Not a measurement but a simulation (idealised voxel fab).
process module | voxel self aligned contacts
cross-section cut | 235 nm wide | cells 5 nm
A cross-section is a grid of square cells, given in bands from the top down. A band is one or more rows of cells.
Each band's line starts with the height of the band's top and of its bottom, in nm. Then come its materials from left to right, each with its width in nm. One material with "throughout" fills the band from edge to edge. "air" is empty space.
Height 0 is the level under which the wafer as received is all one material. The lowest band goes on downwards, as in "0 down".
A width such as "30 to 40" changes by the same amount from each row of cells to the next, from the band's top row to its bottom row.
"no change" after a step means that no cell of the cross-section changed.
closed voids: empty space of 8 cells or more with no open way to the top, each as width x height at its distance from the left edge, in nm
after a step's settings: what the simulator itself notes on the step
overlay nm, on a step with a mask: how far to the right of its planned place the mask lay; to the left if negative
plan
1 op RECEIVE | material Si
2 op OXIDIZE | depth nm 5
3 op DIRECTIONAL_DEP | material polySi | thk nm 30
4 op DIRECTIONAL_DEP | material SiN | thk nm 20
5 op PATTERN | tone cover | mask id GATE | material resist | width nm 30 | pitch nm 70 | thk nm 15 | overlay nm 0
6 op DIRECTIONAL_ETCH | etch materials SiN | depth nm 20
7 op DIRECTIONAL_ETCH | etch materials polySi | depth nm 30
8 op STRIP | etch materials resist
9 op CONFORMAL_DEP | material SiN | thk nm 10
10 op DIRECTIONAL_ETCH | etch materials SiN | depth nm 10
11 op FILL_DEP | material SiO2 | thk nm 20
12 op CMP | height nm 60
13 op DIRECTIONAL_DEP | material aC | thk nm 15
14 op PATTERN | tone open | mask id CONTACT | material resist | width nm 50 | pitch nm 70 | thk nm 30 | overlay nm 0
15 op DIRECTIONAL_ETCH | etch materials aC | depth nm 15
16 op STRIP | etch materials resist
17 op DIRECTIONAL_ETCH | etch materials SiO2 | depth nm 65
18 op STRIP | etch materials aC
19 op CONFORMAL_DEP | material TiN | thk nm 5
20 op FILL_DEP | material W | thk nm 5
21 op CMP | height nm 60
22 op CONFORMAL_DEP | material SiCN | thk nm 5
as received, after step 1
  0 down: Si throughout
  closed voids: none
first wafer at the end, as planned
  65 to 60: SiCN throughout
  60 to 50: SiO2 55 | TiN 5 to 20 | W 40 to 10 | TiN 5 to 20 | SiO2 20 | TiN 5 to 20 | W 40 to 10 | TiN 5 to 20 | SiO2 60
  50 to 30: SiO2 20 | SiN 50 | TiN 5 | W 10 | TiN 5 | SiN 50 | TiN 5 | W 10 | TiN 5 | SiN 50 | SiO2 25
  30 to 0: SiO2 20 | SiN 10 | polySi 30 | SiN 10 | TiN 5 | W 10 | TiN 5 | SiN 10 | polySi 30 | SiN 10 | TiN 5 | W 10 | TiN 5 | SiN 10 | polySi 30 | SiN 10 | SiO2 25
  0 to -5: SiO2 70 | TiN 20 | SiO2 50 | TiN 20 | SiO2 75
  -5 down: Si throughout
  closed voids: none
second wafer at the end: like start, like plan, one mistake
  65 to 60: SiCN throughout
  60 to 35: SiO2 20 | SiN 10 | polySi 30 | SiN 10 | TiN 5 | W 10 | TiN 5 | SiN 10 | polySi 30 | SiN 10 | TiN 5 | W 10 | TiN 5 | SiN 10 | polySi 30 | SiN 10 | SiO2 25
  35 to 30: SiO2 20 | SiN 10 | polySi 30 | SiN 10 | TiN 20 | SiN 10 | polySi 30 | SiN 10 | TiN 20 | SiN 10 | polySi 30 | SiN 10 | SiO2 25
  30 to 0: polySi throughout
  0 to -5: SiO2 throughout
  -5 down: Si throughout
  closed voids: none
what went wrong: step 3 was run twice
at the end the second wafer has, in cells: 120 fewer of SiN | 82 fewer of SiO2 | 40 fewer of TiN | 40 fewer of W | 282 more of polySi
